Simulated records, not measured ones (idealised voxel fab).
Process module in this document: voxel ribs on slabs
290 nm wide, 5 nm square cells: that's cross-section cut.
We lay out every cross-section as a grid of square cells and spell it out in bands from the top down, where one band means one or more rows of cells.
The entry gives the band's vertical extent as a top height and a bottom height in nm, then its horizontal make-up as materials from left to right, each with a width in nm. "empty" stands for empty space; a single material marked "everywhere" fills the band edge to edge.
Height 0 is the level under which the wafer as received is all one material. The lowest band goes on downwards, as in "top 0, no bottom".
A width given as "30->40" starts at the first number in the band's top row and ends at the second number in its bottom row, shifting by an equal amount at every step from row to row.
What does "all unchanged" mean for a step? It means no cell of the cross-section changed in that step.
Cavities, closed: empty space of 8 cells or more with no open way to the top, each as width x height at its distance from the left edge, in nm
Where a step's line continues beyond its settings, the continuation is a remark by the simulator itself on that step.
The line of a step may include "overlay nm". On a step with a mask, this value is how far to the right of its planned place the mask lay. A negative value means the mask lay to the left.
-- Steps planned for the process
| 1 | RECEIVE | material Si |
| 2 | DIRECTIONAL_DEP | material SiO2 | thk nm 25 |
| 3 | DIRECTIONAL_DEP | material polySi | thk nm 20 |
| 4 | DIRECTIONAL_DEP | material aC | thk nm 15 |
| 5 | PATTERN | tone cover | mask id RIB | material resist | width nm 25 | thk nm 35 | overlay nm 0 |
| 6 | DIRECTIONAL_ETCH | etch materials aC | depth nm 15 |
| 7 | STRIP | etch materials resist |
| 8 | DIRECTIONAL_ETCH | etch materials polySi | depth nm 5 |
| 9 | STRIP | etch materials aC |
| 10 | DIRECTIONAL_DEP | material aC | thk nm 15 |
| 11 | PATTERN | tone cover | mask id SLAB | material resist | width nm 85 | thk nm 30 | overlay nm 0 |
| 12 | DIRECTIONAL_ETCH | etch materials aC | depth nm 15 |
| 13 | STRIP | etch materials resist |
| 14 | DIRECTIONAL_ETCH | etch materials polySi | depth nm 15 |
| 15 | STRIP | etch materials aC |
| 16 | FILL_DEP | material SiO2 | thk nm 20 |
| 17 | CMP | height nm 55 |
| 18 | DIRECTIONAL_DEP | material TiN | thk nm 10 |
| 19 | PATTERN | tone cover | mask id HEATER | material resist | width nm 35 | thk nm 20 | overlay nm 0 |
| 20 | DIRECTIONAL_ETCH | etch materials TiN | depth nm 10 |
| 21 | STRIP | etch materials resist |
| 22 | CONFORMAL_DEP | material SiO2 | thk nm 10 |
-- Cross-section of the incoming wafer, state after step 1
- top 0, no bottom  Si everywhere
- Cavities, closed: none
-- Figure: cross-sectional view of the wafer upon completion of the module, processed from the initial state and according to the plan depicted above, with one error introduced during execution
- top 75, bottom 65  empty 115 | SiO2 55 | empty 120
- top 65, bottom 55  SiO2 125 | TiN 35 | SiO2 130
- top 55, bottom 40  SiO2 100 | polySi 85 | SiO2 105
- top 40, bottom 25  polySi everywhere
- top 25, bottom 0  SiO2 everywhere
- top 0, no bottom  Si everywhere
- Cavities, closed: none
Nonconformance to the process plan: step 4, actual vs plan mismatch, actual run DIRECTIONAL_DEP | material polySi | thk nm 15
